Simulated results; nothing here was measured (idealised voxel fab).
The process module that follows is named voxel capacitor over wiring.
Xsec cut, 145 nm wide, square cell size 5 nm.
Notation: cross-section as square-cell grid; stated in bands, top first, going down; one or more cell rows per band. This entry defines a band. It first specifies the height of the band's top and the height of its bottom in nm, and then specifies the band's materials from left to right, stating each material with its width in nm. The word "all across" identifies a single material that fills the band from edge to edge, while the word "empty" identifies empty space. Height 0 is the level under which the wafer as received is all one material. The lowest band goes on downwards, as in "0..down". Note: "30..40" means the width goes from the first number (top row of the band) to the second number (bottom row) in equal steps per row of cells. Step marked "nothing changed"? Then no cell in the cross-section changed in it. Empty spaces without an open route to the top, at least 8 cells in extent, make up the entry "Closed internal cavities"; each is given as width x height at distance, where the distance is measured from the left edge, and all are in nm. That trailing text on a step's line, after the settings, is the simulator's own remark on the step. On any step carrying a mask, the "overlay nm" setting, if present on the step's line, tells how far right of its planned place the mask lay; negative values point to the left.

# Process steps foreseen in the plan
- 1: RECEIVE: material Si
- 2: CONFORMAL_DEP: material SiO2, thk nm 15
- 3: DIRECTIONAL_DEP: material TiN, thk nm 5
- 4: DIRECTIONAL_DEP: material Ru, thk nm 15
- 5: PATTERN: tone cover, mask id METAL_1, material resist, width nm 25, pitch nm 75, thk nm 20, overlay nm 0
- 6: DIRECTIONAL_ETCH: etch materials Ru, depth nm 15
- 7: DIRECTIONAL_ETCH: etch materials TiN, depth nm 5
- 8: STRIP: etch materials resist
- 9: FILL_DEP: material SiO2, thk nm 10
- 10: CMP: height nm 35
- 11: CONFORMAL_DEP: material SiCN, thk nm 5
- 12: DIRECTIONAL_DEP: material SiO2, thk nm 10
- 13: DIRECTIONAL_DEP: material aC, thk nm 15
- 14: PATTERN: tone open, mask id PLUG_1, material resist, width nm 15, thk nm 30, overlay nm 0
- 15: DIRECTIONAL_ETCH: etch materials aC, depth nm 15
- 16: STRIP: etch materials resist
- 17: DIRECTIONAL_ETCH: etch materials SiO2, depth nm 10
- 18: DIRECTIONAL_ETCH: etch materials SiCN, depth nm 5
- 19: STRIP: etch materials aC
- 20: CONFORMAL_DEP: material TiN, thk nm 5
- 21: FILL_DEP: material W, thk nm 5
- 22: CMP: height nm 50
- 23: DIRECTIONAL_DEP: material TiN, thk nm 5
- 24: DIRECTIONAL_DEP: material Al2O3, thk nm 5
- 25: DIRECTIONAL_DEP: material TiN, thk nm 10
- 26: DIRECTIONAL_DEP: material aC, thk nm 10
- 27: PATTERN: tone cover, mask id UPPER_PLATE, material resist, width nm 55, thk nm 25, overlay nm 0
- 28: DIRECTIONAL_ETCH: etch materials aC, depth nm 10
- 29: STRIP: etch materials resist
- 30: DIRECTIONAL_ETCH: etch materials TiN, depth nm 10
- 31: DIRECTIONAL_ETCH: etch materials Al2O3, depth nm 5
- 32: STRIP: etch materials aC
- 33: PATTERN: tone cover, mask id LOWER_PLATE, material resist, width nm 65, thk nm 15, overlay nm 0
- 34: DIRECTIONAL_ETCH: etch materials TiN, depth nm 5
- 35: STRIP: etch materials resist
- 36: FILL_DEP: material SiO2, thk nm 20
- 37: CMP: height nm 85
- 38: PATTERN: tone open, mask id PLUG_2, material resist, width nm 15, thk nm 20, overlay nm 0
- 39: DIRECTIONAL_ETCH: etch materials SiO2, depth nm 15
- 40: STRIP: etch materials resist
- 41: CONFORMAL_DEP: material TiN, thk nm 5
- 42: FILL_DEP: material Ru, thk nm 5
- 43: CMP: height nm 85
- 44: CONFORMAL_DEP: material SiN, thk nm 5

# Step 1 complete: cross-section of the wafer as received
	0..down: Si all across
	Closed internal cavities: none

# Cross-section at module end, one run error; start and plan unchanged from above
	90..85: SiN all across
	85..75: SiO2: 35, TiN: 5, Ru: 5, TiN: 5, SiO2: 95
	75..70: SiO2: 35, TiN: 15, SiO2: 95
	70..60: SiO2: 30, TiN: 55, SiO2: 60
	60..55: SiO2: 30, Al2O3: 55, SiO2: 60
	55..50: SiO2: 25, TiN: 65, SiO2: 55
	50..40: SiO2: 30, TiN: 5, W: 5, TiN: 5, SiO2: 100
	40..35: SiCN: 30, TiN: 15, SiCN: 100
	35..20: SiO2: 20, Ru: 25, SiO2: 50, Ru: 25, SiO2: 25
	20..15: SiO2: 20, TiN: 25, SiO2: 50, TiN: 25, SiO2: 25
	15..0: SiO2 all across
	0..down: Si all across
	Closed internal cavities: none
Against the plan, the run slipped here: step 38 ran differently from the plan; actual operation with settings: PATTERN: tone open, mask id PLUG_2, material resist, width nm 15, thk nm 20, overlay nm -5
